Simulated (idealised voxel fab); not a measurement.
Documented hereafter: the process module known as voxel self aligned contacts.
Section cut is 220 nm wide and gridded with 5 nm square cells.
Cross-section spec: square-cell grid; bands listed top down; each band is one or more rows. Read a band's entry like this: the first values are the height of its top and the height of its bottom in nm, and what follows is the sequence of materials from left to right, each with its width in nm. Note that "empty" is empty space, and that a single material marked "throughout" reaches across the band from edge to edge. Basically, 0 is our baseline, since under it the wafer straight out of the box is all one material. The bottom band has no lower end and keeps on going down, so it looks like "0..down". Width "30->40": first value at the band's top row of cells, second value at its bottom row, equal change from row to row. Reading "remained the same" for a step: not a cell of the cross-section changed in it. If an empty space has no open way to the top and is at least 8 cells in size, "Voids, fully enclosed" lists it, written width x height at distance, where distance is measured from the left edge and every value is in nm. Past the settings on a step's line: simulator remark, on that step. The "overlay nm" setting may appear on a step's line; for a step that uses a mask, it gives how far to the right of its planned position the mask lay, and a negative value indicates the left.

### List of planned process steps
1,RECEIVE: material Si
2,CONFORMAL_DEP: material SiO2, thk nm 5
3,DIRECTIONAL_DEP: material polySi, thk nm 25
4,DIRECTIONAL_DEP: material SiN, thk nm 15
5,MASKED_ETCH: tone cover, mask id GATE, width nm 35, pitch nm 70, etch materials SiN, depth nm 15, overlay nm 0
6,MASKED_ETCH: tone cover, mask id GATE, width nm 35, pitch nm 70, etch materials polySi, depth nm 25, overlay nm 0
7,CONFORMAL_DEP: material SiN, thk nm 5
8,DIRECTIONAL_ETCH: etch materials SiN, depth nm 5
9,FILL_DEP: material SiO2, thk nm 10
10,CMP: height nm 50
11,PATTERN: tone open, mask id CONTACT, material resist, width nm 45, thk nm 15, overlay nm 0
12,DIRECTIONAL_ETCH: etch materials SiO2, depth nm 50
13,STRIP: etch materials resist
14,CONFORMAL_DEP: material TiN, thk nm 5
15,FILL_DEP: material Ru, thk nm 10
16,CMP: height nm 50
17,CONFORMAL_DEP: material SiN, thk nm 5

### Cross-section of the wafer as it came to us, i.e., already through step 1
  0..down: Si throughout
  Voids, fully enclosed: none

### Sectioned view, first of two wafers, at the close of the module, processed as intended in the plan
  55..50: SiN throughout
  50..45: 85 nm SiO2, 15 nm TiN, 15 nm Ru, 15 nm TiN, 90 nm SiO2
  45..30: 50 nm SiO2, 45 nm SiN, 5 nm TiN, 15 nm Ru, 5 nm TiN, 45 nm SiN, 55 nm SiO2
  30..5: 50 nm SiO2, 5 nm SiN, 35 nm polySi, 5 nm SiN, 5 nm TiN, 15 nm Ru, 5 nm TiN, 5 nm SiN, 35 nm polySi, 5 nm SiN, 55 nm SiO2
  5..0: 95 nm SiO2, 25 nm TiN, 100 nm SiO2
  0..down: Si throughout
  Voids, fully enclosed: none

### This is the second of the two wafers, cross-sectioned at the end of the module; it started exactly like the first and was given the same plan, but it was run with one mistake
  55..50: SiN throughout
  50..30: 40 nm SiO2, 65 nm SiN, 5 nm TiN, 65 nm SiN, 45 nm SiO2
  30..15: 40 nm SiO2, 15 nm SiN, 35 nm polySi, 15 nm SiN, 5 nm TiN, 15 nm SiN, 35 nm polySi, 15 nm SiN, 45 nm SiO2
  15..5: 55 nm SiN, 35 nm polySi, 35 nm SiN, 35 nm polySi, 60 nm SiN
  5..0: SiO2 throughout
  0..down: Si throughout
  Voids, fully enclosed: none
what went wrong: rather than as planned, step 7 actually ran as CONFORMAL_DEP: material SiN, thk nm 15
Final wafer comparison in cells, second versus first, more or fewer per material: Ru -27, SiN +126, SiO2 -79, TiN -20
